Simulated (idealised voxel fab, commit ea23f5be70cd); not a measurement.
The document below concerns the process module designated voxel tone inversion.
210 nm wide, 5 nm square cells: that's cross-section cut.
We lay out every cross-section as a grid of square cells and spell it out in bands from the top down, where one band means one or more rows of cells. A band entry consists of two parts. The first gives the height of the band's top and the height of its bottom, in nm. The rest lists the band's materials from left to right, each with its width in nm. A single material labelled with the word "everywhere" fills the band from edge to edge, and the word "blank" marks empty space. Where do heights start? At 0: under that level the wafer as delivered is made of one material only. And the lowest band has no floor; it just carries on downward, as in "0 down". Per-row width for "30 to 40": begins at first number (top row of band), ends at second number (bottom row), increment between rows held constant. When a step is marked "stayed the same", none of the cells in the cross-section changed during that step. This entry, "Closed void entries", enumerates those empty regions of no fewer than 8 cells that possess no open connection to the top. Each region is reported in the form width x height at distance, the distance being taken from the left edge, with all three quantities expressed in nm. Post-settings text on a step line: simulator's own remark regarding the step. "overlay nm" answers the question of how far to the right of plan the mask lay on a step that has a mask, and when it is negative the answer is to the left.

Process steps - plan
- 1: RECEIVE with material Si
- 2: CONFORMAL_DEP with material SiN, thk nm 10
- 3: DIRECTIONAL_DEP with material aC, thk nm 25
- 4: PATTERN with tone cover, mask id POSTS, material resist, width nm 15, pitch nm 45, thk nm 30, overlay nm 0
- 5: DIRECTIONAL_ETCH with etch materials aC, depth nm 25
- 6: STRIP with etch materials resist
- 7: FILL_DEP with material lowk, thk nm 5
- 8: CMP with height nm 35
- 9: STRIP with etch materials aC
The value of width nm given for step 4 in the plan refers to the first wafer; the wafers vary in this setting and are alike at the start.

First wafer of several, as received: cross-section after step 1
* 0 down | Si everywhere
* Closed void entries: none

The table below has one row for each wafer; a row shows, as of the end of the module, how many cells of each material the wafer has gained, marked (+), or lost, marked (-), since it was received, and then the wafer's closed voids
width nm 15 | +84 SiN | +180 lowk | Closed void entries: none
width nm 20 | +84 SiN | +170 lowk | Closed void entries: none
width nm 25 | +84 SiN | +160 lowk | Closed void entries: none
width nm 30 | +84 SiN | +150 lowk | Closed void entries: none
